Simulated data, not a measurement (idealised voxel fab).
The name of this process module is voxel local oxidation.
cross-section cut | 260 nm wide | cells 5 nm
The cross-sections in this document take the form of a grid made of square cells. They are written out as bands, in order from top to bottom. Each band consists of one or more rows of cells.
Basically the band line says how high the top is and how high the bottom is, in nm, and then what's in it from left to right, every material with its width in nm. Empty space shows up as "empty", and if a single material carries "full width" it runs the full band edge to edge.
Heights are reckoned from 0. Under this level, the received wafer is all of one material. The bottommost band is open-ended downward, for example "0 down".
A two-number width, for instance "30..40", indicates that the width is equal to the first number in the top row of the band and to the second number in the bottom row, and that it changes by a constant amount per row of cells.
Any step labelled "remained the same" changed none of the cells in the cross-section.
Entry "Closed void table". Content: empty spaces with no open connection to the top, size 8 cells or greater. Each: width x height at distance. Distance: from left edge. Unit: nm.
Read whatever lies past the settings on a step's line as the simulator's own remark about the step.
overlay nm, on a step with a mask: how far to the right of its planned place the mask lay; to the left if negative
### Steps in the process plan
1,RECEIVE [material Si]
2,CONFORMAL_DEP [material SiO2] [thk nm 5]
3,CONFORMAL_DEP [material SiN] [thk nm 10]
4,PATTERN [tone cover] [mask id ACTIVE] [material resist] [width nm 105] [pitch nm 125] [thk nm 20] [overlay nm 0]
5,DIRECTIONAL_ETCH [etch materials SiN] [depth nm 10]
6,STRIP [etch materials resist]
7,SELECTIVE_ETCH [etch materials SiO2] [depth nm 5]
8,OXIDIZE [depth nm 15]
9,STRIP [etch materials SiN]
### First wafer, two in total, run as planned
### as received, after step 1
* 0 down = Si full width
* Closed void table: none
### The wafer, seen in cross-section, after step 2
* 5 to 0 = SiO2 full width
* Below 0 it's all the same as before, nothing changed down there.
### The wafer, seen in cross-section, after step 3
* 15 to 5 = SiN full width
* Below 5 it's all the same as before, nothing changed down there.
### The wafer, seen in cross-section, after step 4
* 35 to 15 = empty 15; resist 105; empty 20; resist 105; empty 15
* Below 15 it's all the same as before, nothing changed down there.
### The wafer, seen in cross-section, after step 5
* 35 to 15 = empty 15; resist 105; empty 20; resist 105; empty 15
* 15 to 5 = empty 15; SiN 105; empty 20; SiN 105; empty 15
* Below 5 it's all the same as before, nothing changed down there.
### The wafer, seen in cross-section, after step 6
* 15 to 5 = empty 15; SiN 105; empty 20; SiN 105; empty 15
* Below 5 it's all the same as before, nothing changed down there.
### The wafer, seen in cross-section, after step 7
* 15 to 5 = empty 15; SiN 105; empty 20; SiN 105; empty 15
* 5 to 0 = empty 20; SiO2 95; empty 30; SiO2 95; empty 20
* Below 0 it's all the same as before, nothing changed down there.
### The wafer, seen in cross-section, after step 8
* 15 to 5 = empty 15; SiN 105; empty 20; SiN 105; empty 15
* 5 to 0 = empty 20; SiO2 95; empty 30; SiO2 95; empty 20
* 0 to -15 = SiO2 35; Si 65; SiO2 60; Si 65; SiO2 35
* Below -15 it's all the same as before, nothing changed down there.
### The wafer, seen in cross-section, after step 9
* 5 to 0 = empty 20; SiO2 95; empty 30; SiO2 95; empty 20
* Below 0 it's all the same as before, nothing changed down there.
### Notes, second wafer: start = first wafer's, plan = first wafer's, execution had one mistake; history identical to first through step 3
### Second wafer, cross-section, planned end of step 4
* 35 to 15 = empty 20; resist 100; empty 25; resist 100; empty 15
* Below 15 it's all the same as before, nothing changed down there.
### Second wafer, cross-section, planned end of step 5
* 35 to 15 = empty 20; resist 100; empty 25; resist 100; empty 15
* 15 to 5 = empty 20; SiN 100; empty 25; SiN 100; empty 15
* Below 5 it's all the same as before, nothing changed down there.
### Second wafer, cross-section, planned end of step 6
* 15 to 5 = empty 20; SiN 100; empty 25; SiN 100; empty 15
* Below 5 it's all the same as before, nothing changed down there.
### Second wafer, cross-section, planned end of step 7
* 15 to 5 = empty 20; SiN 100; empty 25; SiN 100; empty 15
* 5 to 0 = empty 25; SiO2 90; empty 35; SiO2 90; empty 20
* Below 0 it's all the same as before, nothing changed down there.
### Second wafer, cross-section, planned end of step 8
* 15 to 5 = empty 20; SiN 100; empty 25; SiN 100; empty 15
* 5 to 0 = empty 25; SiO2 90; empty 35; SiO2 90; empty 20
* 0 to -15 = SiO2 40; Si 60; SiO2 65; Si 60; SiO2 35
* Below -15 it's all the same as before, nothing changed down there.
### Second wafer, cross-section, planned end of step 9
* 5 to 0 = empty 25; SiO2 90; empty 35; SiO2 90; empty 20
* Below 0 it's all the same as before, nothing changed down there.
Against the plan, the run slipped here: off-plan run, step 4, actual operation and settings PATTERN [tone cover] [mask id ACTIVE] [material resist] [width nm 100] [pitch nm 125] [thk nm 20] [overlay nm 0]
at the end the second wafer has, in cells: Si -6, SiO2 +4
